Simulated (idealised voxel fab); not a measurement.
process module | voxel trench capacitor
cross-section cut | 285 nm wide | cells 5 nm
A cross-section is a grid of square cells, given in bands from the top down. A band is one or more rows of cells.
Each band's line starts with the height of the band's top and of its bottom, in nm. Then come its materials from left to right, each with its width in nm. One material with "throughout" fills the band from edge to edge. "air" is empty space.
Height 0 is the level under which the wafer as received is all one material. The lowest band goes on downwards, as in "0 down".
A width such as "30 to 40" changes by the same amount from each row of cells to the next, from the band's top row to its bottom row.
"no change" after a step means that no cell of the cross-section changed.
closed voids: empty space of 8 cells or more with no open way to the top, each as width x height at its distance from the left edge, in nm
after a step's settings: what the simulator itself notes on the step
overlay nm, on a step with a mask: how far to the right of its planned place the mask lay; to the left if negative
plan
1 op RECEIVE | material Si
2 op CONFORMAL_DEP | material SiN | thk nm 5
3 op MASKED_ETCH | tone open | mask id TRENCH | width nm 20 | pitch nm 45 | etch materials SiN | depth nm 5 | overlay nm 0
4 op MASKED_ETCH | tone open | mask id TRENCH | width nm 20 | pitch nm 45 | etch materials Si | depth nm 25 | overlay nm 0
5 op CONFORMAL_DEP | material SiO2 | thk nm 5
6 op FILL_DEP | material polySi | thk nm 5
7 op CMP | height nm 5
as received, after step 1
  0 down: Si throughout
  closed voids: none
first wafer at the end, as planned
  5 to 0: SiN 85 | SiO2 5 | polySi 10 | SiO2 5 | SiN 25 | SiO2 5 | polySi 10 | SiO2 5 | SiN 25 | SiO2 5 | polySi 10 | SiO2 5 | SiN 90
  0 to -20: Si 85 | SiO2 5 | polySi 10 | SiO2 5 | Si 25 | SiO2 5 | polySi 10 | SiO2 5 | Si 25 | SiO2 5 | polySi 10 | SiO2 5 | Si 90
  -20 to -25: Si 85 | SiO2 20 | Si 25 | SiO2 20 | Si 25 | SiO2 20 | Si 90
  -25 down: Si throughout
  closed voids: none
second wafer at the end: like start, like plan, one mistake
  5 to 0: SiN 90 | polySi 10 | SiN 35 | polySi 10 | SiN 35 | polySi 10 | SiN 95
  0 to -20: Si 85 | SiN 5 | polySi 10 | SiN 5 | Si 25 | SiN 5 | polySi 10 | SiN 5 | Si 25 | SiN 5 | polySi 10 | SiN 5 | Si 90
  -20 to -25: Si 85 | SiN 20 | Si 25 | SiN 20 | Si 25 | SiN 20 | Si 90
  -25 down: Si throughout
  closed voids: none
what went wrong: step 5 ran as: op CONFORMAL_DEP | material SiN | thk nm 5
at the end the second wafer has, in cells: 42 more of SiN | 42 fewer of SiO2
